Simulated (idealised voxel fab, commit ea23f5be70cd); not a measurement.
This is a process module. Its name is voxel plated lines.
The width of the displayed cross-section, cut, is 240 nm; its cells are square, with a size of 5 nm.
Reading order for cross-sections: top band down to bottom band. Underlying form: a grid of square cells. Band size: one or more rows of cells. The band entry comprises the height of the band's top followed by the height of its bottom, expressed in nm, and subsequently the band's materials from left to right, each stated together with its width in nm. Where a single material is marked with the word "full width", that material fills the band from edge to edge. The word "air" represents empty space. Heights from 0 (as-received wafer is one material below). Bottom band endless downward, as "0..down". So if you see something like "30->40" for the width, read it as the top row of the band sitting at the first number and the bottom row at the second, with every row in between moving by the same amount as the last. Where a step carries "identical to before", the cross-section came out of it unchanged, cell for cell. In "Fully sealed cavities" the enclosed voids are listed, meaning empty spaces of 8 cells or larger without any opening to the top. The form is width x height at distance, distance from the left edge, units nm. Formally, on a step line, whatever follows the settings is a remark that the simulator itself makes on the step. overlay nm: on a step with a mask, how far right of its planned place the mask lay; negative means left.
[Planned step list for the process]
| 1 | RECEIVE [material Si] |
| 2 | CONFORMAL_DEP [material SiO2] [thk nm 5] |
| 3 | DIRECTIONAL_DEP [material TiN] [thk nm 5] |
| 4 | PATTERN [tone open] [mask id LINES] [material resist] [width nm 25] [pitch nm 50] [thk nm 25] [overlay nm -15] |
| 5 | EPI [material Ru] [thk nm 5] |
| 6 | EPI [material Ru] [thk nm 10] |
| 7 | STRIP [etch materials resist] |
| 8 | DIRECTIONAL_ETCH [etch materials TiN] [depth nm 5] |
| 9 | CONFORMAL_DEP [material SiCN] [thk nm 5] |
Wafers differ in overlay nm at step 4; plan lists the first wafer's value; identical starting state.
[Received condition of the first of several wafers, sectioned: post-step 1]
  0..down: Si full width
  Fully sealed cavities: none
[Below: a row per wafer. Contents at end of module: for every material, cells gained since receipt (+) or lost since receipt (-); then closed voids]
overlay nm -15; +45 Ru; +72 SiCN; +48 SiO2; +15 TiN; Fully sealed cavities: none
overlay nm -10; +45 Ru; +72 SiCN; +48 SiO2; +15 TiN; Fully sealed cavities: none
overlay nm -5; +45 Ru; +72 SiCN; +48 SiO2; +15 TiN; Fully sealed cavities: none
overlay nm 0; +45 Ru; +72 SiCN; +48 SiO2; +15 TiN; Fully sealed cavities: none
overlay nm 5; +45 Ru; +72 SiCN; +48 SiO2; +15 TiN; Fully sealed cavities: none
overlay nm 10; +45 Ru; +72 SiCN; +48 SiO2; +15 TiN; Fully sealed cavities: none
overlay nm 15; +45 Ru; +72 SiCN; +48 SiO2; +15 TiN; Fully sealed cavities: none
